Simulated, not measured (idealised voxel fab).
Proc. module: voxel self aligned vias
Each square cell in cross-section cut measures 5 nm, and the section as a whole is 260 nm wide.
For the purposes of this document, a cross-section shall be understood as a grid of square cells, specified as bands listed in top-to-bottom order, each band consisting of one or more rows of cells.
Quick guide to a band line: top height, bottom height (nm) up front; then every material left to right with its width in nm. Only one material and it's marked "edge to edge"? Then it fills the band edge to edge. And "blank" just means empty space.
Basically, 0 is our baseline, since under it the wafer straight out of the box is all one material. The bottom band has no lower end and keeps on going down, so it looks like "from 0 down".
A two-number width, for instance "30..40", indicates that the width is equal to the first number in the top row of the band and to the second number in the bottom row, and that it changes by a constant amount per row of cells.
You'll sometimes find "nothing changed" written for a step, and that's the way of saying that nowhere in the cross-section did a cell change during that step.
Closed void table: empty space of 8 cells or more with no open way to the top, each as width x height at its distance from the left edge, in nm
after a step's settings: what the simulator itself notes on the step
"overlay nm", when on a step's line for a step with a mask, measures how far to the right of its planned place the mask lay; a negative measure means to the left.
Intended process steps:
1. RECEIVE (material Si)
2. CONFORMAL_DEP (material SiO2; thk nm 10)
3. CONFORMAL_DEP (material SiCN; thk nm 5)
4. DIRECTIONAL_DEP (material lowk; thk nm 30)
5. DIRECTIONAL_DEP (material aC; thk nm 15)
6. PATTERN (tone open; mask id LINES; material resist; width nm 20; pitch nm 60; thk nm 30; overlay nm 0)
7. DIRECTIONAL_ETCH (etch materials aC; depth nm 15)
8. STRIP (etch materials resist)
9. DIRECTIONAL_ETCH (etch materials lowk; depth nm 20)
10. STRIP (etch materials aC)
11. CONFORMAL_DEP (material TiN; thk nm 5)
12. FILL_DEP (material Ru; thk nm 5)
13. CMP (height nm 45)
14. SELECTIVE_ETCH (etch materials W Ru TiN; depth nm 5)
15. FILL_DEP (material SiN; thk nm 5)
16. CMP (height nm 45)
17. DIRECTIONAL_DEP (material lowk; thk nm 20)
18. MASKED_ETCH (tone open; mask id VIAS; width nm 40; pitch nm 60; etch materials lowk; depth nm 20; overlay nm 0)
19. MASKED_ETCH (tone open; mask id VIAS; width nm 40; pitch nm 60; etch materials SiN; depth nm 5; overlay nm 0)
20. CONFORMAL_DEP (material TiN; thk nm 5)
21. FILL_DEP (material W; thk nm 5)
22. CMP (height nm 65)
23. CONFORMAL_DEP (material SiN; thk nm 5)
Be aware that, although all wafers share a common starting state, the depth nm at step 9 differs among them, and the plan displays the first wafer's value.
As received, i.e. after step 1: cross-section through the first of several wafers:
> from 0 down  Si edge to edge
> Closed void table: none
Post step 23, the closing step of the module: first of several wafers, cross-sectioned:
> from 70 to 65  SiN edge to edge
> from 65 to 50  80 lowk  5 TiN  30 W  5 TiN  20 lowk  5 TiN  30 W  5 TiN  80 lowk
> from 50 to 45  80 lowk  15 TiN  10 W  15 TiN  20 lowk  15 TiN  10 W  15 TiN  80 lowk
> from 45 to 40  90 lowk  20 TiN  40 lowk  20 TiN  90 lowk
> from 40 to 30  90 lowk  5 TiN  10 Ru  5 TiN  40 lowk  5 TiN  10 Ru  5 TiN  90 lowk
> from 30 to 25  90 lowk  20 TiN  40 lowk  20 TiN  90 lowk
> from 25 to 15  lowk edge to edge
> from 15 to 10  SiCN edge to edge
> from 10 to 0  SiO2 edge to edge
> from 0 down  Si edge to edge
> Closed void table: none
The module's end: a cross-section of the last wafer:
> from 70 to 65  SiN edge to edge
> from 65 to 50  80 lowk  5 TiN  30 W  5 TiN  20 lowk  5 TiN  30 W  5 TiN  80 lowk
> from 50 to 45  80 lowk  15 TiN  10 W  15 TiN  20 lowk  15 TiN  10 W  15 TiN  80 lowk
> from 45 to 40  90 lowk  20 TiN  40 lowk  20 TiN  90 lowk
> from 40 to 20  90 lowk  5 TiN  10 Ru  5 TiN  40 lowk  5 TiN  10 Ru  5 TiN  90 lowk
> from 20 to 15  90 lowk  20 TiN  40 lowk  20 TiN  90 lowk
> from 15 to 10  SiCN edge to edge
> from 10 to 0  SiO2 edge to edge
> from 0 down  Si edge to edge
> Closed void table: none
Below, a row for every wafer. Read it as the end-of-module picture: for each material the wafer shows its cells gained (+) or lost (-) since it was received, and then its closed voids:
depth nm 20; +8 Ru; +52 SiCN; +52 SiN; +104 SiO2; +48 TiN; +40 W; +424 lowk; Closed void table: none
depth nm 25; +12 Ru; +52 SiCN; +52 SiN; +104 SiO2; +52 TiN; +40 W; +416 lowk; Closed void table: none
depth nm 30; +16 Ru; +52 SiCN; +52 SiN; +104 SiO2; +56 TiN; +40 W; +408 lowk; Closed void table: none
depth nm 35; +16 Ru; +52 SiCN; +52 SiN; +104 SiO2; +56 TiN; +40 W; +408 lowk; Closed void table: none
depth nm 40; +16 Ru; +52 SiCN; +52 SiN; +104 SiO2; +56 TiN; +40 W; +408 lowk; Closed void table: none
depth nm 45; +16 Ru; +52 SiCN; +52 SiN; +104 SiO2; +56 TiN; +40 W; +408 lowk; Closed void table: none
